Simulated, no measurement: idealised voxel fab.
process module | voxel ribs on slabs
cross-section cut | 285 nm wide | cells 5 nm
A cross-section is a grid of square cells, given in bands from the top down. A band is one or more rows of cells.
Each band's line starts with the height of the band's top and of its bottom, in nm. Then come its materials from left to right, each with its width in nm. One material with "throughout" fills the band from edge to edge. "air" is empty space.
Height 0 is the level under which the wafer as received is all one material. The lowest band goes on downwards, as in "0 down".
A width such as "30 to 40" changes by the same amount from each row of cells to the next, from the band's top row to its bottom row.
"no change" after a step means that no cell of the cross-section changed.
closed voids: empty space of 8 cells or more with no open way to the top, each as width x height at its distance from the left edge, in nm
after a step's settings: what the simulator itself notes on the step
overlay nm, on a step with a mask: how far to the right of its planned place the mask lay; to the left if negative
plan
1 op RECEIVE | material Si
2 op DIRECTIONAL_DEP | material SiO2 | thk nm 30
3 op DIRECTIONAL_DEP | material SiN | thk nm 20
4 op DIRECTIONAL_DEP | material aC | thk nm 15
5 op PATTERN | tone cover | mask id RIB | material resist | width nm 30 | thk nm 30 | overlay nm 0
6 op DIRECTIONAL_ETCH | etch materials aC | depth nm 15
7 op STRIP | etch materials resist
8 op DIRECTIONAL_ETCH | etch materials SiN | depth nm 5
9 op STRIP | etch materials aC
10 op DIRECTIONAL_DEP | material aC | thk nm 15
11 op PATTERN | tone cover | mask id SLAB | material resist | width nm 60 | thk nm 35 | overlay nm 0
12 op DIRECTIONAL_ETCH | etch materials aC | depth nm 15
13 op STRIP | etch materials resist
14 op DIRECTIONAL_ETCH | etch materials SiN | depth nm 15
15 op STRIP | etch materials aC
16 op FILL_DEP | material SiO2 | thk nm 25
17 op CMP | height nm 65
18 op DIRECTIONAL_DEP | material W | thk nm 10
19 op PATTERN | tone cover | mask id HEATER | material resist | width nm 40 | thk nm 20 | overlay nm 0
20 op DIRECTIONAL_ETCH | etch materials W | depth nm 10
21 op STRIP | etch materials resist
22 op CONFORMAL_DEP | material SiN | thk nm 10
first wafer, as planned
as received, after step 1
  0 down: Si throughout
  closed voids: none
after step 2
  30 to 0: SiO2 throughout
  below 0: unchanged
after step 3
  50 to 30: SiN throughout
  below 30: unchanged
after step 4
  65 to 50: aC throughout
  below 50: unchanged
after step 5
  95 to 65: air 125 | resist 30 | air 130
  below 65: unchanged
after step 6
  80 to 65: air 125 | resist 30 | air 130
  65 to 50: air 125 | aC 30 | air 130
  below 50: unchanged
after step 7
  65 to 50: air 125 | aC 30 | air 130
  below 50: unchanged
after step 8
  65 to 50: air 125 | aC 30 | air 130
  50 to 45: air 125 | SiN 30 | air 130
  below 45: unchanged
after step 9
  50 to 45: air 125 | SiN 30 | air 130
  below 45: unchanged
after step 10
  65 to 60: air 125 | aC 30 | air 130
  60 to 50: aC throughout
  50 to 45: aC 125 | SiN 30 | aC 130
  below 45: unchanged
after step 11
  100 to 65: air 110 | resist 60 | air 115
  65 to 60: air 110 | resist 15 | aC 30 | resist 15 | air 115
  below 60: unchanged
after step 12
  85 to 65: air 110 | resist 60 | air 115
  65 to 60: air 110 | resist 15 | aC 30 | resist 15 | air 115
  60 to 50: air 110 | aC 60 | air 115
  50 to 45: air 110 | aC 15 | SiN 30 | aC 15 | air 115
  below 45: unchanged
after step 13
  65 to 60: air 125 | aC 30 | air 130
  below 60: unchanged
after step 14
  65 to 60: air 125 | aC 30 | air 130
  60 to 50: air 110 | aC 60 | air 115
  50 to 45: air 110 | aC 15 | SiN 30 | aC 15 | air 115
  45 to 30: air 110 | SiN 60 | air 115
  below 30: unchanged
after step 15
  50 to 45: air 125 | SiN 30 | air 130
  below 45: unchanged
after step 16
  75 to 50: SiO2 throughout
  50 to 45: SiO2 125 | SiN 30 | SiO2 130
  45 to 30: SiO2 110 | SiN 60 | SiO2 115
  below 30: unchanged
after step 17
  65 to 50: SiO2 throughout
  below 50: unchanged
after step 18
  75 to 65: W throughout
  below 65: unchanged
after step 19
  95 to 75: air 120 | resist 40 | air 125
  below 75: unchanged
after step 20
  95 to 75: air 120 | resist 40 | air 125
  75 to 65: air 120 | W 40 | air 125
  below 65: unchanged
after step 21
  75 to 65: air 120 | W 40 | air 125
  below 65: unchanged
after step 22
  85 to 75: air 110 | SiN 60 | air 115
  75 to 65: SiN 120 | W 40 | SiN 125
  below 65: unchanged
second wafer: like start, like plan, one mistake. Through step 4 it matches the first wafer
when step 5 should have ended
  95 to 65: resist 125 | air 30 | resist 130
  below 65: unchanged
when step 6 should have ended
  80 to 65: resist 125 | air 30 | resist 130
  65 to 50: aC 125 | air 30 | aC 130
  below 50: unchanged
when step 7 should have ended
  65 to 50: aC 125 | air 30 | aC 130
  below 50: unchanged
when step 8 should have ended
  65 to 50: aC 125 | air 30 | aC 130
  50 to 45: SiN 125 | air 30 | SiN 130
  below 45: unchanged
when step 9 should have ended
  50 to 45: SiN 125 | air 30 | SiN 130
  below 45: unchanged
when step 10 should have ended
  65 to 60: aC 125 | air 30 | aC 130
  60 to 50: aC throughout
  50 to 45: SiN 125 | aC 30 | SiN 130
  below 45: unchanged
when step 11 should have ended
  100 to 65: air 110 | resist 60 | air 115
  65 to 60: aC 125 | resist 30 | aC 130
  below 60: unchanged
when step 12 should have ended
  85 to 65: air 110 | resist 60 | air 115
  65 to 60: air 110 | aC 15 | resist 30 | aC 15 | air 115
  60 to 50: air 110 | aC 60 | air 115
  below 50: unchanged
when step 13 should have ended
  65 to 60: air 110 | aC 15 | air 30 | aC 15 | air 115
  below 60: unchanged
when step 14 should have ended
  65 to 60: air 110 | aC 15 | air 30 | aC 15 | air 115
  60 to 50: air 110 | aC 60 | air 115
  50 to 45: air 110 | SiN 15 | aC 30 | SiN 15 | air 115
  45 to 35: air 110 | SiN 60 | air 115
  below 35: unchanged
when step 15 should have ended
  50 to 45: air 110 | SiN 15 | air 30 | SiN 15 | air 115
  below 45: unchanged
when step 16 should have ended
  75 to 50: SiO2 throughout
  50 to 45: SiO2 110 | SiN 15 | SiO2 30 | SiN 15 | SiO2 115
  45 to 35: SiO2 110 | SiN 60 | SiO2 115
  below 35: unchanged
when step 17 should have ended
  65 to 50: SiO2 throughout
  below 50: unchanged
when step 18 should have ended
  75 to 65: W throughout
  below 65: unchanged
when step 19 should have ended
  95 to 75: air 120 | resist 40 | air 125
  below 75: unchanged
when step 20 should have ended
  95 to 75: air 120 | resist 40 | air 125
  75 to 65: air 120 | W 40 | air 125
  below 65: unchanged
when step 21 should have ended
  75 to 65: air 120 | W 40 | air 125
  below 65: unchanged
when step 22 should have ended
  85 to 75: air 110 | SiN 60 | air 115
  75 to 65: SiN 120 | W 40 | SiN 125
  below 65: unchanged
what went wrong: step 5 ran as: op PATTERN | tone open | mask id RIB | material resist | width nm 30 | thk nm 30 | overlay nm 0
at the end the second wafer has, in cells: 45 more of SiN | 45 fewer of SiO2
